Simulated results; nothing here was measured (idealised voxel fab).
Module name: voxel wiring stack (process module)
Each square cell in cross-section cut measures 5 nm, and the section as a whole is 290 nm wide.
Format of a cross-section: grid, square cells. Given as bands. Order: top down. Band: one or more rows of cells. Read a band's entry like this: the first values are the height of its top and the height of its bottom in nm, and what follows is the sequence of materials from left to right, each with its width in nm. Note that "blank" is empty space, and that a single material marked "full width" reaches across the band from edge to edge. Ref level 0: as-received wafer is one material below here. Bottom band extends down with no lower bound ("0 and below"). Width "30->40": first value at the band's top row of cells, second value at its bottom row, equal change from row to row. When a step is marked "remains unaltered", none of the cells in the cross-section changed during that step. Voids not open to the top, 8 cells minimum: see "Internal closed voids". Written width x height at distance; distance is from the left edge; nm. Whatever follows a step's settings on its line is a remark the simulator itself makes about that step. overlay nm: on a step with a mask, how far right of its planned place the mask lay; negative means left.
## The following list gives the planned process steps
- 1: RECEIVE, material Si
- 2: CONFORMAL_DEP, material SiO2, thk nm 15
- 3: DIRECTIONAL_DEP, material TiN, thk nm 5
- 4: DIRECTIONAL_DEP, material Ru, thk nm 25
- 5: DIRECTIONAL_DEP, material aC, thk nm 10
- 6: PATTERN, tone cover, mask id METAL_1, material resist, width nm 25, pitch nm 40, thk nm 30, overlay nm 0
- 7: DIRECTIONAL_ETCH, etch materials aC, depth nm 10
- 8: STRIP, etch materials resist
- 9: DIRECTIONAL_ETCH, etch materials Ru, depth nm 25
- 10: DIRECTIONAL_ETCH, etch materials TiN, depth nm 5
- 11: STRIP, etch materials aC
- 12: FILL_DEP, material lowk, thk nm 10
- 13: CMP, height nm 45
- 14: CONFORMAL_DEP, material SiCN, thk nm 5
- 15: DIRECTIONAL_DEP, material SiO2, thk nm 20
- 16: PATTERN, tone open, mask id PLUG_1, material resist, width nm 15, pitch nm 40, thk nm 20, overlay nm 0
- 17: DIRECTIONAL_ETCH, etch materials SiO2, depth nm 20
- 18: DIRECTIONAL_ETCH, etch materials SiCN, depth nm 5
- 19: STRIP, etch materials resist
- 20: EPI, material Ru, thk nm 10
- 21: EPI, material Ru, thk nm 10
- 22: EPI, material Ru, thk nm 5
- 23: DIRECTIONAL_DEP, material TiN, thk nm 5
- 24: DIRECTIONAL_DEP, material Ru, thk nm 20
- 25: DIRECTIONAL_DEP, material aC, thk nm 15
- 26: PATTERN, tone cover, mask id METAL_2, material resist, width nm 25, pitch nm 40, thk nm 30, overlay nm 0
- 27: DIRECTIONAL_ETCH, etch materials aC, depth nm 15
- 28: STRIP, etch materials resist
- 29: DIRECTIONAL_ETCH, etch materials Ru, depth nm 20
- 30: DIRECTIONAL_ETCH, etch materials TiN, depth nm 5
- 31: STRIP, etch materials aC
- 32: FILL_DEP, material lowk, thk nm 10
- 33: CMP, height nm 95
- 34: CONFORMAL_DEP, material SiCN, thk nm 5
- 35: DIRECTIONAL_DEP, material SiO2, thk nm 30
- 36: DIRECTIONAL_DEP, material aC, thk nm 10
- 37: PATTERN, tone open, mask id METAL_3, material resist, width nm 25, pitch nm 40, thk nm 25, overlay nm 0
- 38: DIRECTIONAL_ETCH, etch materials aC, depth nm 10
- 39: STRIP, etch materials resist
- 40: DIRECTIONAL_ETCH, etch materials SiO2, depth nm 15
- 41: STRIP, etch materials aC
- 42: PATTERN, tone open, mask id METAL_3_HOLES, material resist, width nm 15, thk nm 15, overlay nm 0
- 43: DIRECTIONAL_ETCH, etch materials SiO2, depth nm 15
- 44: DIRECTIONAL_ETCH, etch materials SiCN, depth nm 5
- 45: STRIP, etch materials resist
- 46: CONFORMAL_DEP, material TiN, thk nm 5
- 47: FILL_DEP, material Cu, thk nm 5
- 48: CMP, height nm 130
- 49: CONFORMAL_DEP, material SiCN, thk nm 5
- 50: DIRECTIONAL_DEP, material SiO2, thk nm 25
- 51: MASKED_ETCH, tone open, mask id METAL_4_HOLES, width nm 15, pitch nm 40, etch materials SiO2, depth nm 25, overlay nm 0
- 52: PATTERN, tone open, mask id METAL_4, material resist, width nm 25, pitch nm 40, thk nm 20, overlay nm 0
- 53: DIRECTIONAL_ETCH, etch materials SiO2, depth nm 15
- 54: DIRECTIONAL_ETCH, etch materials SiCN, depth nm 5
- 55: STRIP, etch materials resist
- 56: CONFORMAL_DEP, material TiN, thk nm 5
- 57: FILL_DEP, material Cu, thk nm 5
- 58: CMP, height nm 160
- 59: CONFORMAL_DEP, material SiCN, thk nm 5
## Cross-section: wafer on arrival = after step 1
* 0 and below  Si full width
* Internal closed voids: none
## Wafer cross-section at end of module: start and plan as shown above, one execution error
* 165 down to 160  SiCN full width
* 160 down to 150  SiO2 110 nm  TiN 5 nm  Cu 15 nm  TiN 5 nm  SiO2 15 nm  TiN 5 nm  Cu 15 nm  TiN 5 nm  SiO2 115 nm
* 150 down to 145  SiO2 110 nm  TiN 5 nm  Cu 5 nm  TiN 15 nm  SiO2 15 nm  TiN 5 nm  Cu 5 nm  TiN 15 nm  SiO2 115 nm
* 145 down to 135  SiO2 110 nm  TiN 5 nm  Cu 5 nm  TiN 5 nm  SiO2 25 nm  TiN 5 nm  Cu 5 nm  TiN 5 nm  SiO2 125 nm
* 135 down to 130  SiCN 110 nm  TiN 15 nm  SiCN 25 nm  TiN 15 nm  SiCN 125 nm
* 130 down to 120  SiO2 110 nm  TiN 5 nm  Cu 15 nm  TiN 5 nm  SiO2 20 nm  TiN 5 nm  Cu 10 nm  TiN 5 nm  SiO2 115 nm
* 120 down to 115  SiO2 110 nm  TiN 25 nm  SiO2 20 nm  TiN 20 nm  SiO2 115 nm
* 115 down to 100  SiO2 115 nm  TiN 10 nm  SiO2 165 nm
* 100 down to 95  SiCN 115 nm  TiN 10 nm  SiCN 165 nm
* 95 down to 75  lowk 110 nm  Ru 25 nm  lowk 15 nm  Ru 25 nm  lowk 115 nm
* 75 down to 70  lowk 110 nm  TiN 25 nm  lowk 15 nm  TiN 25 nm  lowk 115 nm
* 70 down to 50  SiO2 110 nm  Ru 15 nm  SiO2 25 nm  Ru 15 nm  SiO2 125 nm
* 50 down to 45  SiCN 110 nm  Ru 15 nm  SiCN 25 nm  Ru 15 nm  SiCN 125 nm
* 45 down to 20  lowk 110 nm  Ru 25 nm  lowk 15 nm  Ru 25 nm  lowk 115 nm
* 20 down to 15  lowk 110 nm  TiN 25 nm  lowk 15 nm  TiN 25 nm  lowk 115 nm
* 15 down to 0  SiO2 full width
* 0 and below  Si full width
* Internal closed voids: none
The plan and the run diverged here: not per plan at step 37, really ran PATTERN, tone open, mask id METAL_3, material resist, width nm 20, pitch nm 40, thk nm 25, overlay nm 0
